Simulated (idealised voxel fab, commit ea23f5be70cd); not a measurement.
process module | voxel gate over fins
cross-section cut | 255 nm wide | cells 5 nm
A cross-section is a grid of square cells, given in bands from the top down. A band is one or more rows of cells.
Each band's line starts with the height of the band's top and of its bottom, in nm. Then come its materials from left to right, each with its width in nm. One material with "throughout" fills the band from edge to edge. "air" is empty space.
Height 0 is the level under which the wafer as received is all one material. The lowest band goes on downwards, as in "0 down".
A width such as "30 to 40" changes by the same amount from each row of cells to the next, from the band's top row to its bottom row.
"no change" after a step means that no cell of the cross-section changed.
closed voids: empty space of 8 cells or more with no open way to the top, each as width x height at its distance from the left edge, in nm
after a step's settings: what the simulator itself notes on the step
overlay nm, on a step with a mask: how far to the right of its planned place the mask lay; to the left if negative
plan
1 op RECEIVE | material Si
2 op CONFORMAL_DEP | material SiN | thk nm 5
3 op MASKED_ETCH | tone cover | mask id FINS | width nm 15 | pitch nm 50 | etch materials SiN | depth nm 5 | overlay nm 0
4 op MASKED_ETCH | tone cover | mask id FINS | width nm 15 | pitch nm 50 | etch materials Si | depth nm 30 | overlay nm 0
5 op FILL_DEP | material SiO2 | thk nm 10
6 op CMP | height nm 5
7 op MASKED_ETCH | tone open | mask id RAIL | width nm 15 | etch materials SiO2 | depth nm 30 | overlay nm 0
8 op CONFORMAL_DEP | material TiN | thk nm 5
9 op FILL_DEP | material Ru | thk nm 5
10 op CMP | height nm 5
11 op SELECTIVE_ETCH | etch materials W Ru TiN | depth nm 20
12 op FILL_DEP | material SiO2 | thk nm 5
13 op CMP | height nm 5
14 op SELECTIVE_ETCH | etch materials SiO2 | depth nm 15
15 op STRIP | etch materials SiN
16 op CONFORMAL_DEP | material HfO2 | thk nm 5
17 op CONFORMAL_DEP | material TiN | thk nm 5
18 op CONFORMAL_DEP | material TiAl | thk nm 5
19 op CONFORMAL_DEP | material TiN | thk nm 5
20 op FILL_DEP | material W | thk nm 10
21 op CMP | height nm 25
22 op CONFORMAL_DEP | material SiCN | thk nm 5
varied across the wafers: width nm of step 4. The plan shows the first wafer's value. All wafers start alike
first wafer as received, after step 1
  0 down: Si throughout
  closed voids: none
each wafer at the end: cells of each material gained (+) or lost (-) since it was received, then its closed voids
width nm 15 | +63 HfO2 | +1 Ru | -252 Si | +51 SiCN | +162 SiO2 | +63 TiAl | +127 TiN | +91 W | closed voids: none
width nm 20 | +63 HfO2 | +1 Ru | -234 Si | +51 SiCN | +150 SiO2 | +63 TiAl | +123 TiN | +89 W | closed voids: none
width nm 25 | +63 HfO2 | +1 Ru | -216 Si | +51 SiCN | +138 SiO2 | +59 TiAl | +123 TiN | +87 W | closed voids: none
width nm 30 | +63 HfO2 | +1 Ru | -198 Si | +51 SiCN | +126 SiO2 | +55 TiAl | +123 TiN | +85 W | closed voids: none
